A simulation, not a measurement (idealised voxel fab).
process module | voxel plated lines
cross-section cut | 220 nm wide | cells 5 nm
A cross-section is a grid of square cells, given in bands from the top down. A band is one or more rows of cells.
Each band's line starts with the height of the band's top and of its bottom, in nm. Then come its materials from left to right, each with its width in nm. One material with "throughout" fills the band from edge to edge. "air" is empty space.
Height 0 is the level under which the wafer as received is all one material. The lowest band goes on downwards, as in "0 down".
A width such as "30 to 40" changes by the same amount from each row of cells to the next, from the band's top row to its bottom row.
"no change" after a step means that no cell of the cross-section changed.
closed voids: empty space of 8 cells or more with no open way to the top, each as width x height at its distance from the left edge, in nm
after a step's settings: what the simulator itself notes on the step
overlay nm, on a step with a mask: how far to the right of its planned place the mask lay; to the left if negative
plan
1 op RECEIVE | material Si
2 op CONFORMAL_DEP | material Al2O3 | thk nm 15
3 op DIRECTIONAL_DEP | material TiN | thk nm 5
4 op PATTERN | tone open | mask id LINES | material resist | width nm 15 | pitch nm 30 | thk nm 40 | overlay nm 0
5 op EPI | material Ru | thk nm 5
6 op EPI | material Ru | thk nm 10
7 op EPI | material Ru | thk nm 5
8 op STRIP | etch materials resist
9 op DIRECTIONAL_ETCH | etch materials TiN | depth nm 5
10 op CONFORMAL_DEP | material SiCN | thk nm 5
as received, after step 1
  0 down: Si throughout
  closed voids: none
first wafer at the end, as planned
  45 to 40: air 65 | SiCN 25 | air 5 | SiCN 25 | air 5 | SiCN 25 | air 70
  40 to 20: air 65 | SiCN 5 | Ru 15 | SiCN 5 | air 5 | SiCN 5 | Ru 15 | SiCN 5 | air 5 | SiCN 5 | Ru 15 | SiCN 5 | air 70
  20 to 15: SiCN 70 | TiN 15 | SiCN 15 | TiN 15 | SiCN 15 | TiN 15 | SiCN 75
  15 to 0: Al2O3 throughout
  0 down: Si throughout
  closed voids: none
second wafer at the end: like start, like plan, one mistake
  45 to 40: air 65 | SiCN 25 | air 5 | SiCN 25 | air 5 | SiCN 25 | air 70
  40 to 25: air 65 | SiCN 5 | Ru 15 | SiCN 5 | air 5 | SiCN 5 | Ru 15 | SiCN 5 | air 5 | SiCN 5 | Ru 15 | SiCN 5 | air 70
  25 to 20: SiCN 70 | Ru 15 | SiCN 15 | Ru 15 | SiCN 15 | Ru 15 | SiCN 75
  20 to 15: Ru throughout
  15 to 0: Al2O3 throughout
  0 down: Si throughout
  closed voids: none
what went wrong: step 3 ran as: op DIRECTIONAL_DEP | material Ru | thk nm 5
at the end the second wafer has, in cells: 44 more of Ru | 6 fewer of SiCN | 9 fewer of TiN
